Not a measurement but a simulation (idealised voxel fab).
Presented below is a process module, voxel ribs on slabs.
We display cut, a cross-section 270 nm in width whose square cells are each 5 nm.
A cross-section is written here as square cells arranged in a grid, and it is given in bands from the top down, each band taking up one or more rows of cells.
The entry gives the band's vertical extent as a top height and a bottom height in nm, then its horizontal make-up as materials from left to right, each with a width in nm. "air" stands for empty space; a single material marked "all across" fills the band edge to edge.
For the purposes of this specification, 0 denotes the height below which the wafer in its as-received condition is composed wholly of one material, and the lowermost band, lacking a lower limit, extends downward without end, as expressed in "0..down".
When a width is written as two numbers, as in "30->40", the first number is the width in the top row of cells of the band and the second is the width in its bottom row, and the width changes by the same amount from each row to the next.
Step note "remained unchanged" = no cross-section cell changed.
Look at "Entrapped void list" for the closed voids: empty spaces with no open path to the top, sized 8 cells or up. Each is width x height at distance, distance from the left edge, all nm.
The remark found on a step's line after its settings is issued by the simulator itself and pertains to that step.
Each step line may optionally specify "overlay nm", which for a step with a mask gives the rightward distance between the mask's planned place and where it lay, a negative value indicating the leftward direction.

### Process steps foreseen in the plan
1) RECEIVE [material Si]
2) DIRECTIONAL_DEP [material SiO2] [thk nm 30]
3) DIRECTIONAL_DEP [material polySi] [thk nm 15]
4) MASKED_ETCH [tone cover] [mask id RIB] [width nm 15] [etch materials polySi] [depth nm 10] [overlay nm 0]
5) PATTERN [tone cover] [mask id SLAB] [material resist] [width nm 65] [thk nm 15] [overlay nm 0]
6) DIRECTIONAL_ETCH [etch materials polySi] [depth nm 5]
7) STRIP [etch materials resist]
8) FILL_DEP [material SiO2] [thk nm 25]
9) CMP [height nm 65]
10) DIRECTIONAL_DEP [material W] [thk nm 10]
11) MASKED_ETCH [tone cover] [mask id HEATER] [width nm 25] [etch materials W] [depth nm 10] [overlay nm 0]
12) CONFORMAL_DEP [material SiO2] [thk nm 10]

### As-received state of the wafer in cross-section, equivalent to post-step 1
- 0..down = Si all across
- Entrapped void list: none

### Cross-section at module end, one run error; start and plan unchanged from above
- 85..75 = air (110) / SiO2 (45) / air (115)
- 75..65 = SiO2 (120) / W (25) / SiO2 (125)
- 65..60 = SiO2 (100) / polySi (65) / SiO2 (105)
- 60..0 = SiO2 all across
- 0..down = Si all across
- Entrapped void list: none
What broke from the plan during processing? step 2 of the plan saw execution twice
